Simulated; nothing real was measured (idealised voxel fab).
Documented hereafter: the process module known as voxel released beams.
Each square cell in cross-section cut measures 5 nm, and the section as a whole is 255 nm wide.
This document writes a cross-section as a grid whose cells are square, and gives it as bands, listed from the top down; one or more rows of cells form a band.
Each band's line starts with the height of the band's top and of its bottom, in nm. Then come its materials from left to right, each with its width in nm. One material with "edge to edge" fills the band from edge to edge. "blank" is empty space.
Heights are expressed relative to 0, this being the level below which the as-received wafer comprises one material exclusively. The lowest band is unbounded in the downward direction and is denoted as in "0 and below".
Width: "30->40" (first number = top row, second number = bottom row, same change from row to row of cells).
Where a step carries "no alteration", the cross-section came out of it unchanged, cell for cell.
This entry, "Enclosed void inventory", enumerates those empty regions of no fewer than 8 cells that possess no open connection to the top. Each region is reported in the form width x height at distance, the distance being taken from the left edge, with all three quantities expressed in nm.
Note: text after step settings on the step line = simulator remark on that step.
A step's line can hold "overlay nm"; with a mask on that step, the setting says how far right of the planned place the mask lay, while a negative setting says it lay to the left.

Listed below are the process steps as planned
step 1: op RECEIVE | material Si
step 2: op CONFORMAL_DEP | material Al2O3 | thk nm 5
step 3: op DIRECTIONAL_DEP | material SiO2 | thk nm 20
step 4: op PATTERN | tone open | mask id ANCHOR | material resist | width nm 35 | thk nm 20 | overlay nm 0
step 5: op DIRECTIONAL_ETCH | etch materials SiO2 | depth nm 20
step 6: op STRIP | etch materials resist
step 7: op CONFORMAL_DEP | material SiN | thk nm 15
step 8: op MASKED_ETCH | tone cover | mask id BEAM | width nm 120 | etch materials SiN | depth nm 15 | overlay nm 0
step 9: op STRIP | etch materials SiO2

First of two wafers, with the run carried out as planned

The cross-section here shows the wafer as received, i.e. in its state after step 1
- 0 and below  Si edge to edge
- Enclosed void inventory: none

How the wafer stands in section after step 2
- 5 down to 0  Al2O3 edge to edge
- Whatever lies below 0 is exactly as it was before.

How the wafer stands in section after step 3
- 25 down to 5  SiO2 edge to edge
- Whatever lies below 5 is exactly as it was before.

How the wafer stands in section after step 4
- 45 down to 25  70 nm resist, then 35 nm blank, then 150 nm resist
- Whatever lies below 25 is exactly as it was before.

How the wafer stands in section after step 5
- 45 down to 25  70 nm resist, then 35 nm blank, then 150 nm resist
- 25 down to 5  70 nm SiO2, then 35 nm blank, then 150 nm SiO2
- Whatever lies below 5 is exactly as it was before.

How the wafer stands in section after step 6
- 25 down to 5  70 nm SiO2, then 35 nm blank, then 150 nm SiO2
- Whatever lies below 5 is exactly as it was before.

How the wafer stands in section after step 7
- 40 down to 25  85 nm SiN, then 5 nm blank, then 165 nm SiN
- 25 down to 20  70 nm SiO2, then 15 nm SiN, then 5 nm blank, then 15 nm SiN, then 150 nm SiO2
- 20 down to 5  70 nm SiO2, then 35 nm SiN, then 150 nm SiO2
- Whatever lies below 5 is exactly as it was before.

How the wafer stands in section after step 8
- 40 down to 25  65 nm blank, then 20 nm SiN, then 5 nm blank, then 95 nm SiN, then 70 nm blank
- Whatever lies below 25 is exactly as it was before.

How the wafer stands in section after step 9
- 40 down to 25  65 nm blank, then 20 nm SiN, then 5 nm blank, then 95 nm SiN, then 70 nm blank
- 25 down to 20  70 nm blank, then 15 nm SiN, then 5 nm blank, then 15 nm SiN, then 150 nm blank
- 20 down to 5  70 nm blank, then 35 nm SiN, then 150 nm blank
- Whatever lies below 5 is exactly as it was before.

Wafer two. Same start, same plan, one slip in execution. Same as wafer one through step 1, inclusive

Look at the second wafer in cross-section at the time step 2 ought to have finished: no alteration

Look at the second wafer in cross-section at the time step 3 ought to have finished
- 20 down to 0  SiO2 edge to edge
- Whatever lies below 0 is exactly as it was before.

Look at the second wafer in cross-section at the time step 4 ought to have finished
- 40 down to 20  70 nm resist, then 35 nm blank, then 150 nm resist
- Whatever lies below 20 is exactly as it was before.

Look at the second wafer in cross-section at the time step 5 ought to have finished
- 40 down to 20  70 nm resist, then 35 nm blank, then 150 nm resist
- 20 down to 0  70 nm SiO2, then 35 nm blank, then 150 nm SiO2
- Whatever lies below 0 is exactly as it was before.

Look at the second wafer in cross-section at the time step 6 ought to have finished
- 20 down to 0  70 nm SiO2, then 35 nm blank, then 150 nm SiO2
- Whatever lies below 0 is exactly as it was before.

Look at the second wafer in cross-section at the time step 7 ought to have finished
- 35 down to 20  85 nm SiN, then 5 nm blank, then 165 nm SiN
- 20 down to 15  70 nm SiO2, then 15 nm SiN, then 5 nm blank, then 15 nm SiN, then 150 nm SiO2
- 15 down to 0  70 nm SiO2, then 35 nm SiN, then 150 nm SiO2
- Whatever lies below 0 is exactly as it was before.

Look at the second wafer in cross-section at the time step 8 ought to have finished
- 35 down to 20  65 nm blank, then 20 nm SiN, then 5 nm blank, then 95 nm SiN, then 70 nm blank
- Whatever lies below 20 is exactly as it was before.

Look at the second wafer in cross-section at the time step 9 ought to have finished
- 35 down to 20  65 nm blank, then 20 nm SiN, then 5 nm blank, then 95 nm SiN, then 70 nm blank
- 20 down to 15  70 nm blank, then 15 nm SiN, then 5 nm blank, then 15 nm SiN, then 150 nm blank
- 15 down to 0  70 nm blank, then 35 nm SiN, then 150 nm blank
- Whatever lies below 0 is exactly as it was before.
Deviation noted in wafer processing: plan step 2: skipped, not run
The closing comparison, in cells, has the second wafer with more or fewer of some materials than the first: -51 Al2O3
